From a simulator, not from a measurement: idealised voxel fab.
process module | voxel transistor to metal
cross-section cut | 190 nm wide | cells 5 nm
A cross-section is a grid of square cells, given in bands from the top down. A band is one or more rows of cells.
Each band's line starts with the height of the band's top and of its bottom, in nm. Then come its materials from left to right, each with its width in nm. One material with "throughout" fills the band from edge to edge. "air" is empty space.
Height 0 is the level under which the wafer as received is all one material. The lowest band goes on downwards, as in "0 down".
A width such as "30 to 40" changes by the same amount from each row of cells to the next, from the band's top row to its bottom row.
"no change" after a step means that no cell of the cross-section changed.
closed voids: empty space of 8 cells or more with no open way to the top, each as width x height at its distance from the left edge, in nm
after a step's settings: what the simulator itself notes on the step
overlay nm, on a step with a mask: how far to the right of its planned place the mask lay; to the left if negative
plan
1 op RECEIVE | material Si
2 op OXIDIZE | depth nm 5
3 op CONFORMAL_DEP | material SiN | thk nm 10
4 op PATTERN | tone cover | mask id ACTIVE | material resist | width nm 120 | thk nm 20 | overlay nm -15
5 op DIRECTIONAL_ETCH | etch materials SiN | depth nm 10
6 op DIRECTIONAL_ETCH | etch materials SiO2 | depth nm 5
7 op DIRECTIONAL_ETCH | etch materials Si | depth nm 20
8 op STRIP | etch materials resist
9 op FILL_DEP | material SiO2 | thk nm 15
10 op CMP | height nm 10
11 op SELECTIVE_ETCH | etch materials SiO2 | depth nm 5
12 op STRIP | etch materials SiN
13 op SELECTIVE_ETCH | etch materials SiO2 | depth nm 5
14 op OXIDIZE | depth nm 5
15 op DIRECTIONAL_DEP | material polySi | thk nm 20
16 op DIRECTIONAL_DEP | material SiCN | thk nm 10
17 op DIRECTIONAL_DEP | material aC | thk nm 15
18 op PATTERN | tone cover | mask id GATE | material resist | width nm 30 | thk nm 30 | overlay nm 0
19 op DIRECTIONAL_ETCH | etch materials aC | depth nm 15
20 op STRIP | etch materials resist
21 op DIRECTIONAL_ETCH | etch materials SiCN | depth nm 20
22 op DIRECTIONAL_ETCH | etch materials polySi | depth nm 30
23 op STRIP | etch materials aC
24 op CONFORMAL_DEP | material SiN | thk nm 5
25 op DIRECTIONAL_ETCH | etch materials SiN | depth nm 5
26 op DIRECTIONAL_ETCH | etch materials SiO2 | depth nm 5
27 op DIRECTIONAL_ETCH | etch materials Si | depth nm 10
28 op EPI | material pSi | thk nm 10
29 op FILL_DEP | material SiO2 | thk nm 5
30 op CMP | height nm 15
31 op STRIP | etch materials polySi
32 op SELECTIVE_ETCH | etch materials SiO2 | depth nm 5
33 op CONFORMAL_DEP | material HfO2 | thk nm 5
34 op CONFORMAL_DEP | material TiN | thk nm 5
35 op FILL_DEP | material W | thk nm 5
36 op CMP | height nm 10
37 op DIRECTIONAL_DEP | material SiO2 | thk nm 10
38 op PATTERN | tone open | mask id CONTACT | material resist | width nm 15 | pitch nm 85 | thk nm 20 | overlay nm 0
39 op DIRECTIONAL_ETCH | etch materials SiO2 | depth nm 30
40 op STRIP | etch materials resist
41 op CONFORMAL_DEP | material TiN | thk nm 5
42 op FILL_DEP | material W | thk nm 5
43 op CMP | height nm 20
44 op CONFORMAL_DEP | material SiCN | thk nm 5
45 op DIRECTIONAL_DEP | material SiO2 | thk nm 15
46 op PATTERN | tone open | mask id METAL_1 | material resist | width nm 15 | pitch nm 85 | thk nm 20 | overlay nm 0
47 op DIRECTIONAL_ETCH | etch materials SiO2 | depth nm 15
48 op DIRECTIONAL_ETCH | etch materials SiCN | depth nm 5
49 op STRIP | etch materials resist
50 op CONFORMAL_DEP | material TiN | thk nm 5
51 op FILL_DEP | material W | thk nm 5
52 op CMP | height nm 40
53 op CONFORMAL_DEP | material SiCN | thk nm 5
54 op DIRECTIONAL_DEP | material lowk | thk nm 25
55 op DIRECTIONAL_DEP | material aC | thk nm 15
56 op PATTERN | tone open | mask id METAL_2 | material resist | width nm 15 | pitch nm 85 | thk nm 30 | overlay nm 0
57 op DIRECTIONAL_ETCH | etch materials aC | depth nm 15
58 op STRIP | etch materials resist
59 op DIRECTIONAL_ETCH | etch materials lowk | depth nm 15
60 op STRIP | etch materials aC
61 op PATTERN | tone open | mask id METAL_2_HOLES | material resist | width nm 15 | pitch nm 85 | thk nm 20 | overlay nm 0
62 op DIRECTIONAL_ETCH | etch materials lowk | depth nm 10
63 op DIRECTIONAL_ETCH | etch materials SiCN | depth nm 5
64 op STRIP | etch materials resist
65 op CONFORMAL_DEP | material TiN | thk nm 5
66 op FILL_DEP | material Cu | thk nm 10
67 op CMP | height nm 70
68 op CONFORMAL_DEP | material SiN | thk nm 5
varied across the wafers: overlay nm of step 4. The plan shows the first wafer's value. All wafers start alike
first wafer as received, after step 1
  0 down: Si throughout
  closed voids: none
each wafer at the end: cells of each material gained (+) or lost (-) since it was received, then its closed voids
overlay nm -15 | +10 Cu | +14 HfO2 | -150 Si | +64 SiCN | +46 SiN | +290 SiO2 | +78 TiN | +18 W | +160 lowk | +40 pSi | closed voids: none
overlay nm -10 | +10 Cu | +14 HfO2 | -150 Si | +64 SiCN | +46 SiN | +288 SiO2 | +78 TiN | +20 W | +160 lowk | +40 pSi | closed voids: none
overlay nm -5 | +10 Cu | +14 HfO2 | -150 Si | +64 SiCN | +46 SiN | +288 SiO2 | +78 TiN | +20 W | +160 lowk | +40 pSi | closed voids: none
overlay nm 0 | +10 Cu | +14 HfO2 | -150 Si | +64 SiCN | +46 SiN | +288 SiO2 | +78 TiN | +20 W | +160 lowk | +40 pSi | closed voids: none
overlay nm 5 | +10 Cu | +14 HfO2 | -150 Si | +64 SiCN | +46 SiN | +288 SiO2 | +78 TiN | +20 W | +160 lowk | +40 pSi | closed voids: none
overlay nm 10 | +10 Cu | +14 HfO2 | -150 Si | +64 SiCN | +46 SiN | +288 SiO2 | +78 TiN | +20 W | +160 lowk | +40 pSi | closed voids: none
overlay nm 15 | +10 Cu | +14 HfO2 | -150 Si | +64 SiCN | +46 SiN | +290 SiO2 | +78 TiN | +18 W | +160 lowk | +40 pSi | closed voids: none
